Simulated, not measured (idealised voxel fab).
The name of this process module is voxel lift off.
The width of the displayed cross-section, cut, is 155 nm; its cells are square, with a size of 5 nm.
A cross-section in this document is a grid of square cells, and it is written down as bands, the top band listed before the ones below it; a band is made up of one or more rows of cells.
Quick guide to a band line: top height, bottom height (nm) up front; then every material left to right with its width in nm. Only one material and it's marked "all across"? Then it fills the band edge to edge. And "empty" just means empty space.
Heights from 0 (as-received wafer is one material below). Bottom band endless downward, as "0 down".
When a width is written as two numbers, as in "30..40", the first number is the width in the top row of cells of the band and the second is the width in its bottom row, and the width changes by the same amount from each row to the next.
Step marked "remains unaltered"? Then no cell in the cross-section changed in it.
"Listed closed voids": empty spaces of 8 cells or more with no open way to the top, each given as width x height at distance, distance from the left edge, all in nm.
Whatever follows a step's settings on its line is a remark the simulator itself makes about that step.
A step's line can hold "overlay nm"; with a mask on that step, the setting says how far right of the planned place the mask lay, while a negative setting says it lay to the left.

# The planned process steps are enumerated hereunder
1,RECEIVE [material Si]
2,CONFORMAL_DEP [material SiO2] [thk nm 15]
3,PATTERN [tone open] [mask id LINES] [material resist] [width nm 20] [pitch nm 50] [thk nm 30] [overlay nm 0]
4,DIRECTIONAL_DEP [material Ru] [thk nm 15]
5,STRIP [etch materials resist]
6,CONFORMAL_DEP [material SiCN] [thk nm 10]

# Step 1 complete: cross-section of the wafer as received
0 down | Si all across
Listed closed voids: none

# The first of two wafers, cross-sectioned at the end of the module, with the run proceeding as planned
40 to 30 | 5 nm empty  40 nm SiCN  10 nm empty  40 nm SiCN  10 nm empty  40 nm SiCN  10 nm empty
30 to 25 | 5 nm empty  10 nm SiCN  20 nm Ru  10 nm SiCN  10 nm empty  10 nm SiCN  20 nm Ru  10 nm SiCN  10 nm empty  10 nm SiCN  20 nm Ru  10 nm SiCN  10 nm empty
25 to 15 | 15 nm SiCN  20 nm Ru  30 nm SiCN  20 nm Ru  30 nm SiCN  20 nm Ru  20 nm SiCN
15 to 0 | SiO2 all across
0 down | Si all across
Listed closed voids: none

# End-of-module cross-section of the second wafer: identical starting point and process plan to the first, with one processing mistake
30 to 25 | 5 nm empty  40 nm SiCN  10 nm empty  40 nm SiCN  10 nm empty  40 nm SiCN  10 nm empty
25 to 20 | SiCN all across
20 to 15 | 15 nm SiCN  20 nm Ru  30 nm SiCN  20 nm Ru  30 nm SiCN  20 nm Ru  20 nm SiCN
15 to 0 | SiO2 all across
0 down | Si all across
Listed closed voids: none
In executing the process, a mistake was made relative to the plan: so step 4 ended up running with a different setting than we planned, it ran as DIRECTIONAL_DEP [material Ru] [thk nm 5]
Wrapping up, a cell-based count of both wafers puts the second over or under the first for these materials: Ru -24; SiCN -24
